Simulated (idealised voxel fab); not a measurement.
process module | voxel local oxidation
cross-section cut | 255 nm wide | cells 5 nm
A cross-section is a grid of square cells, given in bands from the top down. A band is one or more rows of cells.
Each band's line starts with the height of the band's top and of its bottom, in nm. Then come its materials from left to right, each with its width in nm. One material with "throughout" fills the band from edge to edge. "air" is empty space.
Height 0 is the level under which the wafer as received is all one material. The lowest band goes on downwards, as in "0 down".
A width such as "30 to 40" changes by the same amount from each row of cells to the next, from the band's top row to its bottom row.
"no change" after a step means that no cell of the cross-section changed.
closed voids: empty space of 8 cells or more with no open way to the top, each as width x height at its distance from the left edge, in nm
after a step's settings: what the simulator itself notes on the step
overlay nm, on a step with a mask: how far to the right of its planned place the mask lay; to the left if negative
plan
1 op RECEIVE | material Si
2 op CONFORMAL_DEP | material SiO2 | thk nm 5
3 op CONFORMAL_DEP | material SiN | thk nm 15
4 op PATTERN | tone cover | mask id ACTIVE | material resist | width nm 115 | thk nm 15 | overlay nm 0
5 op DIRECTIONAL_ETCH | etch materials SiN | depth nm 15
6 op STRIP | etch materials resist
7 op SELECTIVE_ETCH | etch materials SiO2 | depth nm 5
8 op OXIDIZE | depth nm 15
9 op STRIP | etch materials SiN
first wafer, as planned
as received, after step 1
  0 down: Si throughout
  closed voids: none
after step 2
  5 to 0: SiO2 throughout
  below 0: unchanged
after step 3
  20 to 5: SiN throughout
  below 5: unchanged
after step 4
  35 to 20: air 70 | resist 115 | air 70
  below 20: unchanged
after step 5
  35 to 20: air 70 | resist 115 | air 70
  20 to 5: air 70 | SiN 115 | air 70
  below 5: unchanged
after step 6
  20 to 5: air 70 | SiN 115 | air 70
  below 5: unchanged
after step 7
  20 to 5: air 70 | SiN 115 | air 70
  5 to 0: air 75 | SiO2 105 | air 75
  below 0: unchanged
after step 8
  20 to 5: air 70 | SiN 115 | air 70
  5 to 0: air 75 | SiO2 105 | air 75
  0 to -15: SiO2 90 | Si 75 | SiO2 90
  below -15: unchanged
after step 9
  5 to 0: air 75 | SiO2 105 | air 75
  below 0: unchanged
second wafer: like start, like plan, one mistake. Through step 7 it matches the first wafer
when step 8 should have ended
  20 to 5: air 70 | SiN 115 | air 70
  5 to 0: air 75 | SiO2 105 | air 75
  0 to -20: SiO2 95 | Si 65 | SiO2 95
  below -20: unchanged
when step 9 should have ended
  5 to 0: air 75 | SiO2 105 | air 75
  below 0: unchanged
what went wrong: step 8 ran as: op OXIDIZE | depth nm 20
at the end the second wafer has, in cells: 44 fewer of Si | 44 more of SiO2
